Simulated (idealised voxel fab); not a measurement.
Documented hereafter: the process module known as voxel gate over fins.
Square cells of 5 nm make up the cross-section cut, whose width is 300 nm.
In this document a cross-section is written as a grid of square cells. It is given as a series of bands, listed from the top down, and a band is one or more rows of cells.
It is stipulated that each band's entry specify, in nanometres, the height of the top of the band and then that of its bottom, followed by the materials of the band in left-to-right sequence, each together with its width in nanometres. A single material marked by the word "full width" is understood to fill the band from edge to edge; the word "empty" is understood to denote empty space.
Height is counted from the level 0, under which the received wafer is composed throughout of one material. The lowest of the bands is not closed at the bottom but continues downward, in the notation "from 0 down".
The two numbers in a width such as "30->40" mark its ends across the band: the first belongs to the top row of cells, the second to the bottom row, and from each row to the next the width moves by the same amount.
Any step labelled "changes: none" changed none of the cells in the cross-section.
The entry titled "Cavities, closed" provides the empty spaces that have no open way to the top, restricted to those of 8 cells or more. Each is presented as width x height at distance, the distance being measured from the left edge, with all three in nm.
Formally, on a step line, whatever follows the settings is a remark that the simulator itself makes on the step.
Regarding "overlay nm": on a step with a mask, it is the distance the mask lay to the right of its planned place; a negative value places it to the left.

Below is the list of planned process steps:
- 1: RECEIVE,material Si
- 2: CONFORMAL_DEP,material SiN,thk nm 10
- 3: PATTERN,tone cover,mask id FINS,material resist,width nm 15,pitch nm 45,thk nm 20,overlay nm 0
- 4: DIRECTIONAL_ETCH,etch materials SiN,depth nm 10
- 5: DIRECTIONAL_ETCH,etch materials Si,depth nm 40
- 6: STRIP,etch materials resist
- 7: OXIDIZE,depth nm 5
- 8: FILL_DEP,material SiO2,thk nm 5
- 9: CMP,height nm 10
- 10: SELECTIVE_ETCH,etch materials SiO2,depth nm 20
- 11: STRIP,etch materials SiN
- 12: CONFORMAL_DEP,material HfO2,thk nm 5
- 13: CONFORMAL_DEP,material TiN,thk nm 5
- 14: CONFORMAL_DEP,material TiAl,thk nm 5
- 15: CONFORMAL_DEP,material TiN,thk nm 5
- 16: FILL_DEP,material W,thk nm 10
- 17: CMP,height nm 25
- 18: CONFORMAL_DEP,material SiN,thk nm 5

First out of two wafers; run went to plan:

Wafer cross-section on receipt, i.e. after step 1:
- from 0 down  Si full width
- Cavities, closed: none

The wafer, seen in cross-section, after step 2:
- from 10 to 0  SiN full width
- Rest of section, below 0: as before.

The wafer, seen in cross-section, after step 3:
- from 30 to 10  120 nm empty; 15 nm resist; 30 nm empty; 15 nm resist; 120 nm empty
- Rest of section, below 10: as before.

The wafer, seen in cross-section, after step 4:
- from 30 to 10  120 nm empty; 15 nm resist; 30 nm empty; 15 nm resist; 120 nm empty
- from 10 to 0  120 nm empty; 15 nm SiN; 30 nm empty; 15 nm SiN; 120 nm empty
- Rest of section, below 0: as before.

The wafer, seen in cross-section, after step 5:
- from 30 to 10  120 nm empty; 15 nm resist; 30 nm empty; 15 nm resist; 120 nm empty
- from 10 to 0  120 nm empty; 15 nm SiN; 30 nm empty; 15 nm SiN; 120 nm empty
- from 0 to -40  120 nm empty; 15 nm Si; 30 nm empty; 15 nm Si; 120 nm empty
- Rest of section, below -40: as before.

The wafer, seen in cross-section, after step 6:
- from 10 to 0  120 nm empty; 15 nm SiN; 30 nm empty; 15 nm SiN; 120 nm empty
- Rest of section, below 0: as before.

The wafer, seen in cross-section, after step 7:
- from 10 to 0  120 nm empty; 15 nm SiN; 30 nm empty; 15 nm SiN; 120 nm empty
- from 0 to -40  120 nm empty; 5 nm SiO2; 5 nm Si; 5 nm SiO2; 30 nm empty; 5 nm SiO2; 5 nm Si; 5 nm SiO2; 120 nm empty
- from -40 to -45  125 nm SiO2; 5 nm Si; 40 nm SiO2; 5 nm Si; 125 nm SiO2
- Rest of section, below -45: as before.

The wafer, seen in cross-section, after step 8:
- from 15 to 10  SiO2 full width
- from 10 to 0  120 nm SiO2; 15 nm SiN; 30 nm SiO2; 15 nm SiN; 120 nm SiO2
- from 0 to -45  125 nm SiO2; 5 nm Si; 40 nm SiO2; 5 nm Si; 125 nm SiO2
- Rest of section, below -45: as before.

The wafer, seen in cross-section, after step 9:
- from 10 to 0  120 nm SiO2; 15 nm SiN; 30 nm SiO2; 15 nm SiN; 120 nm SiO2
- Rest of section, below 0: as before.

The wafer, seen in cross-section, after step 10:
- from 10 to 0  120 nm empty; 15 nm SiN; 30 nm empty; 15 nm SiN; 120 nm empty
- from 0 to -10  125 nm empty; 5 nm Si; 40 nm empty; 5 nm Si; 125 nm empty
- Rest of section, below -10: as before.

The wafer, seen in cross-section, after step 11:
- from 0 to -10  125 nm empty; 5 nm Si; 40 nm empty; 5 nm Si; 125 nm empty
- Rest of section, below -10: as before.

The wafer, seen in cross-section, after step 12:
- from 5 to 0  120 nm empty; 15 nm HfO2; 30 nm empty; 15 nm HfO2; 120 nm empty
- from 0 to -5  120 nm empty; 5 nm HfO2; 5 nm Si; 5 nm HfO2; 30 nm empty; 5 nm HfO2; 5 nm Si; 5 nm HfO2; 120 nm empty
- from -5 to -10  125 nm HfO2; 5 nm Si; 40 nm HfO2; 5 nm Si; 125 nm HfO2
- Rest of section, below -10: as before.

The wafer, seen in cross-section, after step 13:
- from 10 to 5  115 nm empty; 25 nm TiN; 20 nm empty; 25 nm TiN; 115 nm empty
- from 5 to 0  115 nm empty; 5 nm TiN; 15 nm HfO2; 5 nm TiN; 20 nm empty; 5 nm TiN; 15 nm HfO2; 5 nm TiN; 115 nm empty
- from 0 to -5  120 nm TiN; 5 nm HfO2; 5 nm Si; 5 nm HfO2; 30 nm TiN; 5 nm HfO2; 5 nm Si; 5 nm HfO2; 120 nm TiN
- Rest of section, below -5: as before.

The wafer, seen in cross-section, after step 14:
- from 15 to 10  110 nm empty; 35 nm TiAl; 10 nm empty; 35 nm TiAl; 110 nm empty
- from 10 to 5  110 nm empty; 5 nm TiAl; 25 nm TiN; 5 nm TiAl; 10 nm empty; 5 nm TiAl; 25 nm TiN; 5 nm TiAl; 110 nm empty
- from 5 to 0  115 nm TiAl; 5 nm TiN; 15 nm HfO2; 5 nm TiN; 20 nm TiAl; 5 nm TiN; 15 nm HfO2; 5 nm TiN; 115 nm TiAl
- Rest of section, below 0: as before.

The wafer, seen in cross-section, after step 15:
- from 20 to 15  105 nm empty; 90 nm TiN; 105 nm empty
- from 15 to 10  105 nm empty; 5 nm TiN; 35 nm TiAl; 10 nm TiN; 35 nm TiAl; 5 nm TiN; 105 nm empty
- from 10 to 5  110 nm TiN; 5 nm TiAl; 25 nm TiN; 5 nm TiAl; 10 nm TiN; 5 nm TiAl; 25 nm TiN; 5 nm TiAl; 110 nm TiN
- Rest of section, below 5: as before.

The wafer, seen in cross-section, after step 16:
- from 30 to 20  W full width
- from 20 to 15  105 nm W; 90 nm TiN; 105 nm W
- from 15 to 10  105 nm W; 5 nm TiN; 35 nm TiAl; 10 nm TiN; 35 nm TiAl; 5 nm TiN; 105 nm W
- Rest of section, below 10: as before.

The wafer, seen in cross-section, after step 17:
- from 25 to 20  W full width
- Rest of section, below 20: as before.

The wafer, seen in cross-section, after step 18:
- from 30 to 25  SiN full width
- Rest of section, below 25: as before.

Wafer two. Identical start, identical plan. One mistake in execution. Identical history through step 2:

The second wafer in cross-section, at the planned close of step 3:
- from 30 to 10  110 nm empty; 15 nm resist; 30 nm empty; 15 nm resist; 130 nm empty
- Rest of section, below 10: as before.

The second wafer in cross-section, at the planned close of step 4:
- from 30 to 10  110 nm empty; 15 nm resist; 30 nm empty; 15 nm resist; 130 nm empty
- from 10 to 0  110 nm empty; 15 nm SiN; 30 nm empty; 15 nm SiN; 130 nm empty
- Rest of section, below 0: as before.

The second wafer in cross-section, at the planned close of step 5:
- from 30 to 10  110 nm empty; 15 nm resist; 30 nm empty; 15 nm resist; 130 nm empty
- from 10 to 0  110 nm empty; 15 nm SiN; 30 nm empty; 15 nm SiN; 130 nm empty
- from 0 to -40  110 nm empty; 15 nm Si; 30 nm empty; 15 nm Si; 130 nm empty
- Rest of section, below -40: as before.

The second wafer in cross-section, at the planned close of step 6:
- from 10 to 0  110 nm empty; 15 nm SiN; 30 nm empty; 15 nm SiN; 130 nm empty
- Rest of section, below 0: as before.

The second wafer in cross-section, at the planned close of step 7:
- from 10 to 0  110 nm empty; 15 nm SiN; 30 nm empty; 15 nm SiN; 130 nm empty
- from 0 to -40  110 nm empty; 5 nm SiO2; 5 nm Si; 5 nm SiO2; 30 nm empty; 5 nm SiO2; 5 nm Si; 5 nm SiO2; 130 nm empty
- from -40 to -45  115 nm SiO2; 5 nm Si; 40 nm SiO2; 5 nm Si; 135 nm SiO2
- Rest of section, below -45: as before.

The second wafer in cross-section, at the planned close of step 8:
- from 15 to 10  SiO2 full width
- from 10 to 0  110 nm SiO2; 15 nm SiN; 30 nm SiO2; 15 nm SiN; 130 nm SiO2
- from 0 to -45  115 nm SiO2; 5 nm Si; 40 nm SiO2; 5 nm Si; 135 nm SiO2
- Rest of section, below -45: as before.

The second wafer in cross-section, at the planned close of step 9:
- from 10 to 0  110 nm SiO2; 15 nm SiN; 30 nm SiO2; 15 nm SiN; 130 nm SiO2
- Rest of section, below 0: as before.

The second wafer in cross-section, at the planned close of step 10:
- from 10 to 0  110 nm empty; 15 nm SiN; 30 nm empty; 15 nm SiN; 130 nm empty
- from 0 to -10  115 nm empty; 5 nm Si; 40 nm empty; 5 nm Si; 135 nm empty
- Rest of section, below -10: as before.

The second wafer in cross-section, at the planned close of step 11:
- from 0 to -10  115 nm empty; 5 nm Si; 40 nm empty; 5 nm Si; 135 nm empty
- Rest of section, below -10: as before.

The second wafer in cross-section, at the planned close of step 12:
- from 5 to 0  110 nm empty; 15 nm HfO2; 30 nm empty; 15 nm HfO2; 130 nm empty
- from 0 to -5  110 nm empty; 5 nm HfO2; 5 nm Si; 5 nm HfO2; 30 nm empty; 5 nm HfO2; 5 nm Si; 5 nm HfO2; 130 nm empty
- from -5 to -10  115 nm HfO2; 5 nm Si; 40 nm HfO2; 5 nm Si; 135 nm HfO2
- Rest of section, below -10: as before.

The second wafer in cross-section, at the planned close of step 13:
- from 10 to 5  105 nm empty; 25 nm TiN; 20 nm empty; 25 nm TiN; 125 nm empty
- from 5 to 0  105 nm empty; 5 nm TiN; 15 nm HfO2; 5 nm TiN; 20 nm empty; 5 nm TiN; 15 nm HfO2; 5 nm TiN; 125 nm empty
- from 0 to -5  110 nm TiN; 5 nm HfO2; 5 nm Si; 5 nm HfO2; 30 nm TiN; 5 nm HfO2; 5 nm Si; 5 nm HfO2; 130 nm TiN
- Rest of section, below -5: as before.

The second wafer in cross-section, at the planned close of step 14:
- from 15 to 10  100 nm empty; 35 nm TiAl; 10 nm empty; 35 nm TiAl; 120 nm empty
- from 10 to 5  100 nm empty; 5 nm TiAl; 25 nm TiN; 5 nm TiAl; 10 nm empty; 5 nm TiAl; 25 nm TiN; 5 nm TiAl; 120 nm empty
- from 5 to 0  105 nm TiAl; 5 nm TiN; 15 nm HfO2; 5 nm TiN; 20 nm TiAl; 5 nm TiN; 15 nm HfO2; 5 nm TiN; 125 nm TiAl
- Rest of section, below 0: as before.

The second wafer in cross-section, at the planned close of step 15:
- from 20 to 15  95 nm empty; 90 nm TiN; 115 nm empty
- from 15 to 10  95 nm empty; 5 nm TiN; 35 nm TiAl; 10 nm TiN; 35 nm TiAl; 5 nm TiN; 115 nm empty
- from 10 to 5  100 nm TiN; 5 nm TiAl; 25 nm TiN; 5 nm TiAl; 10 nm TiN; 5 nm TiAl; 25 nm TiN; 5 nm TiAl; 120 nm TiN
- Rest of section, below 5: as before.

The second wafer in cross-section, at the planned close of step 16:
- from 30 to 20  W full width
- from 20 to 15  95 nm W; 90 nm TiN; 115 nm W
- from 15 to 10  95 nm W; 5 nm TiN; 35 nm TiAl; 10 nm TiN; 35 nm TiAl; 5 nm TiN; 115 nm W
- Rest of section, below 10: as before.

The second wafer in cross-section, at the planned close of step 17:
- from 25 to 20  W full width
- Rest of section, below 20: as before.

The second wafer in cross-section, at the planned close of step 18:
- from 30 to 25  SiN full width
- Rest of section, below 25: as before.
Plan not followed: step 3 deviated from plan and actually ran as PATTERN,tone cover,mask id FINS,material resist,width nm 15,pitch nm 45,thk nm 20,overlay nm -10
The two final wafers agree on how many cells each material fills and disagree on which cells those are.
